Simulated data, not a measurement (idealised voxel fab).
Herein follows the process module entitled voxel transistor to metal.
Pictured: cross-section cut, 210 nm wide, on a grid of 5 nm square cells.
In what follows, cross-sections appear as grids of square cells, described through bands that run from the top down, where every band is one or more rows of cells.
Read a band's entry like this: the first values are the height of its top and the height of its bottom in nm, and what follows is the sequence of materials from left to right, each with its width in nm. Note that "blank" is empty space, and that a single material marked "all across" reaches across the band from edge to edge.
Beneath 0, the wafer as received is one material, and that level is where height counting begins. The lowest band goes on downward without a bottom; it is written like "from 0 down".
So if you see something like "30 to 40" for the width, read it as the top row of the band sitting at the first number and the bottom row at the second, with every row in between moving by the same amount as the last.
Reading "no modifications" for a step: not a cell of the cross-section changed in it.
In the "Sealed internal cavities" entry, you get each enclosed empty space of 8 cells or more, one with no open way to the top, written width x height at distance, distance from the left edge, in nm.
after a step's settings: what the simulator itself notes on the step
If you see "overlay nm" on a step's line and that step has a mask, it's telling you how far right of where it was planned the mask ended up; a negative number means it went left instead.
### The process steps that were planned are listed below
step 1: RECEIVE with material Si
step 2: CONFORMAL_DEP with material SiO2, thk nm 5
step 3: CONFORMAL_DEP with material SiN, thk nm 15
step 4: DIRECTIONAL_DEP with material aC, thk nm 10
step 5: PATTERN with tone cover, mask id ACTIVE, material resist, width nm 105, thk nm 30, overlay nm 0
step 6: DIRECTIONAL_ETCH with etch materials aC, depth nm 10
step 7: STRIP with etch materials resist
step 8: DIRECTIONAL_ETCH with etch materials SiN, depth nm 15
step 9: DIRECTIONAL_ETCH with etch materials SiO2, depth nm 5
step 10: DIRECTIONAL_ETCH with etch materials Si, depth nm 25
step 11: STRIP with etch materials aC
step 12: OXIDIZE with depth nm 5
step 13: FILL_DEP with material SiO2, thk nm 5
step 14: CMP with height nm 20
step 15: SELECTIVE_ETCH with etch materials SiO2, depth nm 10
step 16: STRIP with etch materials SiN
step 17: SELECTIVE_ETCH with etch materials SiO2, depth nm 5
step 18: OXIDIZE with depth nm 5
step 19: DIRECTIONAL_DEP with material polySi, thk nm 30
step 20: DIRECTIONAL_DEP with material SiCN, thk nm 15
step 21: MASKED_ETCH with tone cover, mask id GATE, width nm 25, etch materials SiCN, depth nm 25, overlay nm 0
step 22: MASKED_ETCH with tone cover, mask id GATE, width nm 25, etch materials polySi, depth nm 40, overlay nm 0
step 23: CONFORMAL_DEP with material SiO2, thk nm 5
step 24: DIRECTIONAL_ETCH with etch materials SiO2, depth nm 5
step 25: CONFORMAL_DEP with material SiN, thk nm 5
step 26: DIRECTIONAL_ETCH with etch materials SiN, depth nm 5
step 27: DIRECTIONAL_ETCH with etch materials SiO2, depth nm 5
step 28: DIRECTIONAL_ETCH with etch materials Si, depth nm 5
step 29: EPI with material SiGe, thk nm 5
step 30: FILL_DEP with material SiO2, thk nm 5
step 31: CMP with height nm 30
step 32: STRIP with etch materials polySi
step 33: SELECTIVE_ETCH with etch materials SiO2, depth nm 5
step 34: CONFORMAL_DEP with material HfO2, thk nm 5
step 35: CONFORMAL_DEP with material TiN, thk nm 5
step 36: FILL_DEP with material W, thk nm 10
step 37: CMP with height nm 25
step 38: DIRECTIONAL_DEP with material SiO2, thk nm 15
step 39: DIRECTIONAL_DEP with material aC, thk nm 15
step 40: PATTERN with tone open, mask id CONTACT, material resist, width nm 20, pitch nm 75, thk nm 30, overlay nm 0
step 41: DIRECTIONAL_ETCH with etch materials aC, depth nm 15
step 42: STRIP with etch materials resist
step 43: DIRECTIONAL_ETCH with etch materials SiO2, depth nm 45
step 44: STRIP with etch materials aC
step 45: CONFORMAL_DEP with material TiN, thk nm 5
step 46: FILL_DEP with material W, thk nm 5
step 47: CMP with height nm 40
step 48: CONFORMAL_DEP with material SiN, thk nm 5
step 49: DIRECTIONAL_DEP with material SiO2, thk nm 15
step 50: MASKED_ETCH with tone open, mask id METAL_1, width nm 20, pitch nm 75, etch materials SiO2, depth nm 15, overlay nm 0
step 51: MASKED_ETCH with tone open, mask id METAL_1, width nm 20, pitch nm 75, etch materials SiN, depth nm 5, overlay nm 0
step 52: CONFORMAL_DEP with material TiN, thk nm 5
step 53: FILL_DEP with material Cu, thk nm 5
step 54: CMP with height nm 60
step 55: EPI with material Ru, thk nm 5
step 56: FILL_DEP with material SiCN, thk nm 5
### Cross-section: wafer on arrival = after step 1
> from 0 down = Si all across
> Sealed internal cavities: none
### Cross-sectional image of the first of two wafers at the end of the module, the run having proceeded as planned
> from 70 to 65 = SiCN all across
> from 65 to 60 = 50 nm SiCN  30 nm Ru  45 nm SiCN  30 nm Ru  55 nm SiCN
> from 60 to 45 = 55 nm SiO2  5 nm TiN  10 nm Cu  5 nm TiN  55 nm SiO2  5 nm TiN  10 nm Cu  5 nm TiN  60 nm SiO2
> from 45 to 40 = 55 nm SiN  20 nm TiN  55 nm SiN  20 nm TiN  60 nm SiN
> from 40 to 25 = 55 nm SiO2  5 nm TiN  10 nm W  5 nm TiN  55 nm SiO2  5 nm TiN  10 nm W  5 nm TiN  60 nm SiO2
> from 25 to 5 = 55 nm SiO2  5 nm TiN  10 nm W  5 nm TiN  5 nm SiO2  5 nm SiN  5 nm HfO2  5 nm TiN  15 nm W  5 nm TiN  5 nm HfO2  5 nm SiN  5 nm SiO2  5 nm TiN  10 nm W  5 nm TiN  60 nm SiO2
> from 5 to 0 = 50 nm SiO2  5 nm SiN  5 nm TiN  10 nm W  5 nm TiN  5 nm SiO2  5 nm SiN  5 nm HfO2  25 nm TiN  5 nm HfO2  5 nm SiN  5 nm SiO2  5 nm TiN  10 nm W  5 nm TiN  5 nm SiN  55 nm SiO2
> from 0 to -5 = 55 nm SiO2  20 nm TiN  5 nm SiGe  5 nm SiO2  35 nm HfO2  5 nm SiO2  5 nm SiGe  20 nm TiN  60 nm SiO2
> from -5 to -10 = 55 nm SiO2  25 nm SiGe  45 nm Si  25 nm SiGe  60 nm SiO2
> from -10 to -30 = 55 nm SiO2  95 nm Si  60 nm SiO2
> from -30 down = Si all across
> Sealed internal cavities: none
### Here is the second of the two wafers cut open at the end of the module - same start, same plan as the first one, but we made one mistake running it
> from 70 to 65 = SiCN all across
> from 65 to 60 = 50 nm SiCN  30 nm Ru  45 nm SiCN  30 nm Ru  55 nm SiCN
> from 60 to 45 = 55 nm SiO2  5 nm TiN  10 nm Cu  5 nm TiN  55 nm SiO2  5 nm TiN  10 nm Cu  5 nm TiN  60 nm SiO2
> from 45 to 40 = 55 nm SiN  20 nm TiN  55 nm SiN  20 nm TiN  60 nm SiN
> from 40 to 25 = 55 nm SiO2  5 nm TiN  10 nm W  5 nm TiN  55 nm SiO2  5 nm TiN  10 nm W  5 nm TiN  60 nm SiO2
> from 25 to 5 = 55 nm SiO2  5 nm TiN  10 nm W  5 nm TiN  5 nm SiO2  5 nm SiN  5 nm TiN  25 nm W  5 nm TiN  5 nm SiN  5 nm SiO2  5 nm TiN  10 nm W  5 nm TiN  60 nm SiO2
> from 5 to 0 = 50 nm SiO2  5 nm SiN  5 nm TiN  10 nm W  5 nm TiN  5 nm SiO2  5 nm SiN  5 nm TiN  25 nm W  5 nm TiN  5 nm SiN  5 nm SiO2  5 nm TiN  10 nm W  5 nm TiN  5 nm SiN  55 nm SiO2
> from 0 to -5 = 55 nm SiO2  20 nm TiN  5 nm SiGe  5 nm SiO2  35 nm TiN  5 nm SiO2  5 nm SiGe  20 nm TiN  60 nm SiO2
> from -5 to -10 = 55 nm SiO2  25 nm SiGe  45 nm Si  25 nm SiGe  60 nm SiO2
> from -10 to -30 = 55 nm SiO2  95 nm Si  60 nm SiO2
> from -30 down = Si all across
> Sealed internal cavities: none
In executing the process, a mistake was made relative to the plan: step 34 of the plan was omitted and not executed
Count the cells at the end and the second wafer has more or fewer of some materials than the first: 17 fewer of HfO2, 4 more of TiN, 13 more of W
